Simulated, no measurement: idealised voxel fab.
Documented hereafter: the process module known as voxel wiring stack.
Displayed cross-section: cut, width of 160 nm, square cells sized 5 nm.
Square cells in a grid make up a cross-section in this document, and the grid is given as bands, listed from the top down, each one or more rows of cells.
Top, bottom (nm), then materials left to right with widths (nm); lone material tagged "edge to edge" fills the whole band edge to edge; "air" = empty space.
A quick word on heights: they are counted from 0, and under that level the wafer as it came to us is one material throughout. The lowest band is different from the rest in having no bottom; it simply continues downward, written as in "0 nm and below".
Width: "30..40" (first number = top row, second number = bottom row, same change from row to row of cells).
A step reported as "identical to before" is a step in which no cell of the cross-section changed.
Closed empty spaces (no open way to the top) of 8 cells or more are what "Catalogued sealed voids" lists, each as width x height at distance from the left edge, nm for all three.
Past the settings on a step's line: simulator remark, on that step.
Regarding "overlay nm": on a step with a mask, it is the distance the mask lay to the right of its planned place; a negative value places it to the left.
The following list gives the planned process steps:
- 1: RECEIVE: material Si
- 2: CONFORMAL_DEP: material SiO2, thk nm 15
- 3: CONFORMAL_DEP: material SiCN, thk nm 5
- 4: DIRECTIONAL_DEP: material SiO2, thk nm 15
- 5: PATTERN: tone open, mask id METAL_1, material resist, width nm 20, pitch nm 35, thk nm 15, overlay nm 0
- 6: DIRECTIONAL_ETCH: etch materials SiO2, depth nm 15
- 7: DIRECTIONAL_ETCH: etch materials SiCN, depth nm 5
- 8: STRIP: etch materials resist
- 9: CONFORMAL_DEP: material TiN, thk nm 5
- 10: FILL_DEP: material Ru, thk nm 5
- 11: CMP: height nm 35
- 12: EPI: material Ru, thk nm 5
- 13: FILL_DEP: material SiCN, thk nm 5
- 14: DIRECTIONAL_DEP: material lowk, thk nm 30
- 15: DIRECTIONAL_DEP: material aC, thk nm 15
- 16: PATTERN: tone open, mask id METAL_2_HOLES, material resist, width nm 15, pitch nm 35, thk nm 30, overlay nm 0
- 17: DIRECTIONAL_ETCH: etch materials aC, depth nm 15
- 18: STRIP: etch materials resist
- 19: DIRECTIONAL_ETCH: etch materials lowk, depth nm 30
- 20: STRIP: etch materials aC
- 21: MASKED_ETCH: tone open, mask id METAL_2, width nm 20, pitch nm 35, etch materials lowk, depth nm 20, overlay nm 0
- 22: MASKED_ETCH: tone open, mask id METAL_2, width nm 20, pitch nm 35, etch materials SiCN, depth nm 5, overlay nm 0
- 23: CONFORMAL_DEP: material TiN, thk nm 5
- 24: FILL_DEP: material Cu, thk nm 10
- 25: CMP: height nm 75
- 26: CONFORMAL_DEP: material SiN, thk nm 5
Step 1 complete: cross-section of the wafer as received:
    0 nm and below: Si edge to edge
    Catalogued sealed voids: none
Here's the cross-section of the first of our two wafers at the end of the module - it ran as planned:
    80 nm to 75 nm: SiN edge to edge
    75 nm to 60 nm: 50 nm lowk / 5 nm TiN / 10 nm Cu / 5 nm TiN / 15 nm lowk / 5 nm TiN / 10 nm Cu / 5 nm TiN / 55 nm lowk
    60 nm to 55 nm: 50 nm lowk / 5 nm TiN / 5 nm Cu / 10 nm TiN / 15 nm lowk / 5 nm TiN / 5 nm Cu / 10 nm TiN / 55 nm lowk
    55 nm to 45 nm: 50 nm lowk / 5 nm TiN / 5 nm Cu / 5 nm TiN / 20 nm lowk / 5 nm TiN / 5 nm Cu / 5 nm TiN / 60 nm lowk
    45 nm to 40 nm: 50 nm SiCN / 15 nm TiN / 20 nm SiCN / 15 nm TiN / 60 nm SiCN
    40 nm to 35 nm: 45 nm SiCN / 30 nm Ru / 5 nm SiCN / 30 nm Ru / 50 nm SiCN
    35 nm to 20 nm: 50 nm SiO2 / 5 nm TiN / 10 nm Ru / 5 nm TiN / 15 nm SiO2 / 5 nm TiN / 10 nm Ru / 5 nm TiN / 55 nm SiO2
    20 nm to 15 nm: 50 nm SiCN / 20 nm TiN / 15 nm SiCN / 20 nm TiN / 55 nm SiCN
    15 nm to 0 nm: SiO2 edge to edge
    0 nm and below: Si edge to edge
    Catalogued sealed voids: none
Cross-section at end of module for the second wafer of two, which matched the first in starting point and plan and differed by one mistake in its processing:
    80 nm to 75 nm: SiN edge to edge
    75 nm to 60 nm: 50 nm lowk / 5 nm TiN / 5 nm Cu / 5 nm TiN / 20 nm lowk / 5 nm TiN / 5 nm Cu / 5 nm TiN / 60 nm lowk
    60 nm to 55 nm: 50 nm lowk / 15 nm TiN / 20 nm lowk / 15 nm TiN / 60 nm lowk
    55 nm to 45 nm: lowk edge to edge
    45 nm to 40 nm: SiCN edge to edge
    40 nm to 35 nm: 45 nm SiCN / 30 nm Ru / 5 nm SiCN / 30 nm Ru / 50 nm SiCN
    35 nm to 20 nm: 50 nm SiO2 / 5 nm TiN / 10 nm Ru / 5 nm TiN / 15 nm SiO2 / 5 nm TiN / 10 nm Ru / 5 nm TiN / 55 nm SiO2
    20 nm to 15 nm: 50 nm SiCN / 20 nm TiN / 15 nm SiCN / 20 nm TiN / 55 nm SiCN
    15 nm to 0 nm: SiO2 edge to edge
    0 nm and below: Si edge to edge
    Catalogued sealed voids: none
Finding, execution versus plan: yeah, plan step 14 got run twice
Per the end-of-run cell counts, the second wafer holds more or fewer of some materials than the first: Cu -12, SiCN +6, TiN -14, lowk +20
